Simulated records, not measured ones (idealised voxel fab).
Presented below is a process module, voxel trench capacitor.
This is section cut - it's 245 nm across, gridded in 5 nm square cells.
Cross-sections here: square-cell grids, written as top-down lists of bands, a band being one or more rows of cells. Read a band's entry like this: the first values are the height of its top and the height of its bottom in nm, and what follows is the sequence of materials from left to right, each with its width in nm. Note that "empty" is empty space, and that a single material marked "full width" reaches across the band from edge to edge. Ref level 0: as-received wafer is one material below here. Bottom band extends down with no lower bound ("0..down"). Top row gets the first number, bottom row gets the second, and each row in between changes by the same step: that is how a band width like "30->40" works. Step note "no alteration" = no cross-section cell changed. "Enclosed void list" contains a list of empty spaces, each no smaller than 8 cells and without an open way to the top, written in the form width x height at distance with the distance from the left edge and all three in nm. Read whatever lies past the settings on a step's line as the simulator's own remark about the step. The line of a step may include "overlay nm". On a step with a mask, this value is how far to the right of its planned place the mask lay. A negative value means the mask lay to the left.
# The planned process steps are enumerated hereunder
- 1: RECEIVE [material Si]
- 2: CONFORMAL_DEP [material SiN] [thk nm 5]
- 3: DIRECTIONAL_DEP [material aC] [thk nm 15]
- 4: PATTERN [tone open] [mask id TRENCH] [material resist] [width nm 25] [pitch nm 50] [thk nm 30] [overlay nm 0]
- 5: DIRECTIONAL_ETCH [etch materials aC] [depth nm 15]
- 6: STRIP [etch materials resist]
- 7: DIRECTIONAL_ETCH [etch materials SiN] [depth nm 5]
- 8: DIRECTIONAL_ETCH [etch materials Si] [depth nm 25]
- 9: STRIP [etch materials aC]
- 10: CONFORMAL_DEP [material HfO2] [thk nm 5]
- 11: CONFORMAL_DEP [material TiN] [thk nm 5]
- 12: FILL_DEP [material W] [thk nm 5]
- 13: CMP [height nm 5]
# This is the cross-section of the wafer as we received it, i.e. after step 1
> 0..down  Si full width
> Enclosed void list: none
# Cross-section: first of two wafers, module finished, run according to plan
> 5..0  SiN 60 nm | HfO2 5 nm | TiN 5 nm | W 5 nm | TiN 5 nm | HfO2 5 nm | SiN 25 nm | HfO2 5 nm | TiN 5 nm | W 5 nm | TiN 5 nm | HfO2 5 nm | SiN 25 nm | HfO2 5 nm | TiN 5 nm | W 5 nm | TiN 5 nm | HfO2 5 nm | SiN 60 nm
> 0..-15  Si 60 nm | HfO2 5 nm | TiN 5 nm | W 5 nm | TiN 5 nm | HfO2 5 nm | Si 25 nm | HfO2 5 nm | TiN 5 nm | W 5 nm | TiN 5 nm | HfO2 5 nm | Si 25 nm | HfO2 5 nm | TiN 5 nm | W 5 nm | TiN 5 nm | HfO2 5 nm | Si 60 nm
> -15..-20  Si 60 nm | HfO2 5 nm | TiN 15 nm | HfO2 5 nm | Si 25 nm | HfO2 5 nm | TiN 15 nm | HfO2 5 nm | Si 25 nm | HfO2 5 nm | TiN 15 nm | HfO2 5 nm | Si 60 nm
> -20..-25  Si 60 nm | HfO2 25 nm | Si 25 nm | HfO2 25 nm | Si 25 nm | HfO2 25 nm | Si 60 nm
> -25..down  Si full width
> Enclosed void list: none
# Same start, same plan as the first wafer - but one mistake in the run. Cross-section of the second of the two at the end of the module
> 20..15  W full width
> 15..10  TiN 70 nm | W 5 nm | TiN 45 nm | W 5 nm | TiN 45 nm | W 5 nm | TiN 70 nm
> 10..5  HfO2 65 nm | TiN 5 nm | W 5 nm | TiN 5 nm | HfO2 35 nm | TiN 5 nm | W 5 nm | TiN 5 nm | HfO2 35 nm | TiN 5 nm | W 5 nm | TiN 5 nm | HfO2 65 nm
> 5..0  SiN 60 nm | HfO2 5 nm | TiN 5 nm | W 5 nm | TiN 5 nm | HfO2 5 nm | SiN 25 nm | HfO2 5 nm | TiN 5 nm | W 5 nm | TiN 5 nm | HfO2 5 nm | SiN 25 nm | HfO2 5 nm | TiN 5 nm | W 5 nm | TiN 5 nm | HfO2 5 nm | SiN 60 nm
> 0..-15  Si 60 nm | HfO2 5 nm | TiN 5 nm | W 5 nm | TiN 5 nm | HfO2 5 nm | Si 25 nm | HfO2 5 nm | TiN 5 nm | W 5 nm | TiN 5 nm | HfO2 5 nm | Si 25 nm | HfO2 5 nm | TiN 5 nm | W 5 nm | TiN 5 nm | HfO2 5 nm | Si 60 nm
> -15..-20  Si 60 nm | HfO2 5 nm | TiN 15 nm | HfO2 5 nm | Si 25 nm | HfO2 5 nm | TiN 15 nm | HfO2 5 nm | Si 25 nm | HfO2 5 nm | TiN 15 nm | HfO2 5 nm | Si 60 nm
> -20..-25  Si 60 nm | HfO2 25 nm | Si 25 nm | HfO2 25 nm | Si 25 nm | HfO2 25 nm | Si 60 nm
> -25..down  Si full width
> Enclosed void list: none
The plan and the run diverged here: plan step 13 was not performed, having been skipped
Materials where the second wafer ends with more or fewer cells than the first: HfO2 +40; TiN +52; W +55
